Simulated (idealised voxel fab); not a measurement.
Process module, titled voxel released beams
This is section cut - it's 180 nm across, gridded in 5 nm square cells.
A cross-section is written here as square cells arranged in a grid, and it is given in bands from the top down, each band taking up one or more rows of cells. A band entry consists of two parts. The first gives the height of the band's top and the height of its bottom, in nm. The rest lists the band's materials from left to right, each with its width in nm. A single material labelled with the word "edge to edge" fills the band from edge to edge, and the word "air" marks empty space. Measure heights from 0. That's the level where, below it, the as-received wafer is all one material. The lowest band is bottomless and extends downward; write it as in "from 0 down". The expression "30 to 40" gives the width at the extremes of the band, the first number at its top row of cells and the second at its bottom row, with the width changing by equal amounts from each row to the next in between. "nothing altered" (step): cross-section cells unchanged, all of them. Heads up: "Closed empty spaces" only lists the empty pockets with no open path to the top that are 8 cells or more, and it writes them as width x height at distance, distance from the left edge, in nm. Where a step's line continues beyond its settings, the continuation is a remark by the simulator itself on that step. "overlay nm" answers the question of how far to the right of plan the mask lay on a step that has a mask, and when it is negative the answer is to the left.
[Set out below are the planned steps of the process]
1 RECEIVE,material Si
2 CONFORMAL_DEP,material SiN,thk nm 10
3 DIRECTIONAL_DEP,material SiO2,thk nm 20
4 PATTERN,tone open,mask id ANCHOR,material resist,width nm 35,thk nm 15,overlay nm 0
5 DIRECTIONAL_ETCH,etch materials SiO2,depth nm 20
6 STRIP,etch materials resist
7 CONFORMAL_DEP,material TiN,thk nm 15
8 DIRECTIONAL_DEP,material aC,thk nm 15
9 PATTERN,tone cover,mask id BEAM,material resist,width nm 100,thk nm 30,overlay nm 0
10 DIRECTIONAL_ETCH,etch materials aC,depth nm 15
11 STRIP,etch materials resist
12 DIRECTIONAL_ETCH,etch materials TiN,depth nm 15
13 STRIP,etch materials aC
14 STRIP,etch materials SiO2
[What follows covers the first of two wafers; it ran as planned]
[Wafer cross-section on receipt, i.e. after step 1]
* from 0 down | Si edge to edge
* Closed empty spaces: none
[Wafer xsec, post step 2]
* from 10 to 0 | SiN edge to edge
* Rest of section, below 0: as before.
[Wafer xsec, post step 3]
* from 30 to 10 | SiO2 edge to edge
* Rest of section, below 10: as before.
[Wafer xsec, post step 4]
* from 45 to 30 | 40 nm resist, then 35 nm air, then 105 nm resist
* Rest of section, below 30: as before.
[Wafer xsec, post step 5]
* from 45 to 30 | 40 nm resist, then 35 nm air, then 105 nm resist
* from 30 to 10 | 40 nm SiO2, then 35 nm air, then 105 nm SiO2
* Rest of section, below 10: as before.
[Wafer xsec, post step 6]
* from 30 to 10 | 40 nm SiO2, then 35 nm air, then 105 nm SiO2
* Rest of section, below 10: as before.
[Wafer xsec, post step 7]
* from 45 to 30 | 55 nm TiN, then 5 nm air, then 120 nm TiN
* from 30 to 25 | 40 nm SiO2, then 15 nm TiN, then 5 nm air, then 15 nm TiN, then 105 nm SiO2
* from 25 to 10 | 40 nm SiO2, then 35 nm TiN, then 105 nm SiO2
* Rest of section, below 10: as before.
[Wafer xsec, post step 8]
* from 60 to 45 | 55 nm aC, then 5 nm air, then 120 nm aC
* from 45 to 40 | 55 nm TiN, then 5 nm air, then 120 nm TiN
* from 40 to 30 | 55 nm TiN, then 5 nm aC, then 120 nm TiN
* from 30 to 25 | 40 nm SiO2, then 15 nm TiN, then 5 nm aC, then 15 nm TiN, then 105 nm SiO2
* Rest of section, below 25: as before.
[Wafer xsec, post step 9]
* from 90 to 60 | 35 nm air, then 100 nm resist, then 45 nm air
* from 60 to 45 | 55 nm aC, then 5 nm resist, then 120 nm aC
* from 45 to 40 | 55 nm TiN, then 5 nm resist, then 120 nm TiN
* Rest of section, below 40: as before.
[Wafer xsec, post step 10]
* from 75 to 60 | 35 nm air, then 100 nm resist, then 45 nm air
* from 60 to 45 | 35 nm air, then 20 nm aC, then 5 nm resist, then 75 nm aC, then 45 nm air
* Rest of section, below 45: as before.
[Wafer xsec, post step 11]
* from 60 to 45 | 35 nm air, then 20 nm aC, then 5 nm air, then 75 nm aC, then 45 nm air
* from 45 to 40 | 55 nm TiN, then 5 nm air, then 120 nm TiN
* Rest of section, below 40: as before.
[Wafer xsec, post step 12]
* from 60 to 45 | 35 nm air, then 20 nm aC, then 5 nm air, then 75 nm aC, then 45 nm air
* from 45 to 40 | 35 nm air, then 20 nm TiN, then 5 nm air, then 75 nm TiN, then 45 nm air
* from 40 to 30 | 35 nm air, then 20 nm TiN, then 5 nm aC, then 75 nm TiN, then 45 nm air
* Rest of section, below 30: as before.
[Wafer xsec, post step 13]
* from 45 to 30 | 35 nm air, then 20 nm TiN, then 5 nm air, then 75 nm TiN, then 45 nm air
* from 30 to 25 | 40 nm SiO2, then 15 nm TiN, then 5 nm air, then 15 nm TiN, then 105 nm SiO2
* Rest of section, below 25: as before.
[Wafer xsec, post step 14]
* from 45 to 30 | 35 nm air, then 20 nm TiN, then 5 nm air, then 75 nm TiN, then 45 nm air
* from 30 to 25 | 40 nm air, then 15 nm TiN, then 5 nm air, then 15 nm TiN, then 105 nm air
* from 25 to 10 | 40 nm air, then 35 nm TiN, then 105 nm air
* Rest of section, below 10: as before.
[Wafer two: like wafer one in start and plan, but with one mistake in execution; identical up to and including step 3]
[The second wafer in cross-section, at the planned close of step 4]
* from 45 to 30 | 40 nm air, then 35 nm resist, then 105 nm air
* Rest of section, below 30: as before.
[The second wafer in cross-section, at the planned close of step 5]
* from 45 to 30 | 40 nm air, then 35 nm resist, then 105 nm air
* from 30 to 10 | 40 nm air, then 35 nm SiO2, then 105 nm air
* Rest of section, below 10: as before.
[The second wafer in cross-section, at the planned close of step 6]
* from 30 to 10 | 40 nm air, then 35 nm SiO2, then 105 nm air
* Rest of section, below 10: as before.
[The second wafer in cross-section, at the planned close of step 7]
* from 45 to 30 | 25 nm air, then 65 nm TiN, then 90 nm air
* from 30 to 25 | 25 nm air, then 15 nm TiN, then 35 nm SiO2, then 15 nm TiN, then 90 nm air
* from 25 to 10 | 40 nm TiN, then 35 nm SiO2, then 105 nm TiN
* Rest of section, below 10: as before.
[The second wafer in cross-section, at the planned close of step 8]
* from 60 to 45 | 25 nm air, then 65 nm aC, then 90 nm air
* from 45 to 40 | 25 nm air, then 65 nm TiN, then 90 nm air
* from 40 to 30 | 25 nm aC, then 65 nm TiN, then 90 nm aC
* from 30 to 25 | 25 nm aC, then 15 nm TiN, then 35 nm SiO2, then 15 nm TiN, then 90 nm aC
* Rest of section, below 25: as before.
[The second wafer in cross-section, at the planned close of step 9]
* from 90 to 60 | 35 nm air, then 100 nm resist, then 45 nm air
* from 60 to 45 | 25 nm air, then 65 nm aC, then 45 nm resist, then 45 nm air
* from 45 to 40 | 25 nm air, then 65 nm TiN, then 45 nm resist, then 45 nm air
* Rest of section, below 40: as before.
[The second wafer in cross-section, at the planned close of step 10]
* from 75 to 60 | 35 nm air, then 100 nm resist, then 45 nm air
* from 60 to 45 | 35 nm air, then 55 nm aC, then 45 nm resist, then 45 nm air
* from 45 to 40 | 25 nm air, then 65 nm TiN, then 45 nm resist, then 45 nm air
* from 40 to 30 | 25 nm air, then 65 nm TiN, then 45 nm aC, then 45 nm air
* from 30 to 25 | 25 nm air, then 15 nm TiN, then 35 nm SiO2, then 15 nm TiN, then 45 nm aC, then 45 nm air
* Rest of section, below 25: as before.
[The second wafer in cross-section, at the planned close of step 11]
* from 60 to 45 | 35 nm air, then 55 nm aC, then 90 nm air
* from 45 to 40 | 25 nm air, then 65 nm TiN, then 90 nm air
* Rest of section, below 40: as before.
[The second wafer in cross-section, at the planned close of step 12]
* from 60 to 45 | 35 nm air, then 55 nm aC, then 90 nm air
* from 45 to 40 | 35 nm air, then 55 nm TiN, then 90 nm air
* from 40 to 30 | 35 nm air, then 55 nm TiN, then 45 nm aC, then 45 nm air
* from 30 to 25 | 25 nm air, then 15 nm TiN, then 35 nm SiO2, then 15 nm TiN, then 45 nm aC, then 45 nm air
* from 25 to 10 | 25 nm air, then 15 nm TiN, then 35 nm SiO2, then 60 nm TiN, then 45 nm air
* Rest of section, below 10: as before.
[The second wafer in cross-section, at the planned close of step 13]
* from 45 to 30 | 35 nm air, then 55 nm TiN, then 90 nm air
* from 30 to 25 | 25 nm air, then 15 nm TiN, then 35 nm SiO2, then 15 nm TiN, then 90 nm air
* Rest of section, below 25: as before.
The second wafer in cross-section, at the planned close of step 14: nothing altered
Plan not followed: the process deviated at step 4: the operation and settings actually run there were PATTERN,tone cover,mask id ANCHOR,material resist,width nm 35,thk nm 15,overlay nm 0
Bottom line after processing is that, in cells, the second wafer is up or down on some materials versus the first: SiO2 +28
